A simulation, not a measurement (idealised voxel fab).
process module | voxel quadruple lines
cross-section cut | 170 nm wide | cells 5 nm
A cross-section is a grid of square cells, given in bands from the top down. A band is one or more rows of cells.
Each band's line starts with the height of the band's top and of its bottom, in nm. Then come its materials from left to right, each with its width in nm. One material with "throughout" fills the band from edge to edge. "air" is empty space.
Height 0 is the level under which the wafer as received is all one material. The lowest band goes on downwards, as in "0 down".
A width such as "30 to 40" changes by the same amount from each row of cells to the next, from the band's top row to its bottom row.
"no change" after a step means that no cell of the cross-section changed.
closed voids: empty space of 8 cells or more with no open way to the top, each as width x height at its distance from the left edge, in nm
after a step's settings: what the simulator itself notes on the step
overlay nm, on a step with a mask: how far to the right of its planned place the mask lay; to the left if negative
plan
1 op RECEIVE | material Si
2 op CONFORMAL_DEP | material Al2O3 | thk nm 5
3 op DIRECTIONAL_DEP | material W | thk nm 10
4 op DIRECTIONAL_DEP | material polySi | thk nm 15
5 op DIRECTIONAL_DEP | material aC | thk nm 20
6 op PATTERN | tone cover | mask id MANDREL | material resist | width nm 15 | pitch nm 60 | thk nm 30 | overlay nm 0
7 op DIRECTIONAL_ETCH | etch materials aC | depth nm 20
8 op STRIP | etch materials resist
9 op CONFORMAL_DEP | material SiO2 | thk nm 10
10 op DIRECTIONAL_ETCH | etch materials SiO2 | depth nm 10
11 op STRIP | etch materials aC
12 op DIRECTIONAL_ETCH | etch materials polySi | depth nm 15
13 op STRIP | etch materials SiO2
14 op CONFORMAL_DEP | material SiCN | thk nm 5
15 op DIRECTIONAL_ETCH | etch materials SiCN | depth nm 5
16 op STRIP | etch materials polySi
17 op DIRECTIONAL_ETCH | etch materials W | depth nm 10
18 op STRIP | etch materials SiCN
19 op FILL_DEP | material SiO2 | thk nm 10
20 op CMP | height nm 15
varied across the wafers: width nm of step 6. The plan shows the first wafer's value. All wafers start alike
first wafer as received, after step 1
  0 down: Si throughout
  closed voids: none
each wafer at the end: cells of each material gained (+) or lost (-) since it was received, then its closed voids
width nm 15 | +34 Al2O3 | +52 SiO2 | +16 W | closed voids: none
width nm 20 | +34 Al2O3 | +52 SiO2 | +16 W | closed voids: none
width nm 25 | +34 Al2O3 | +52 SiO2 | +16 W | closed voids: none
width nm 30 | +34 Al2O3 | +52 SiO2 | +16 W | closed voids: none
width nm 35 | +34 Al2O3 | +54 SiO2 | +14 W | closed voids: none
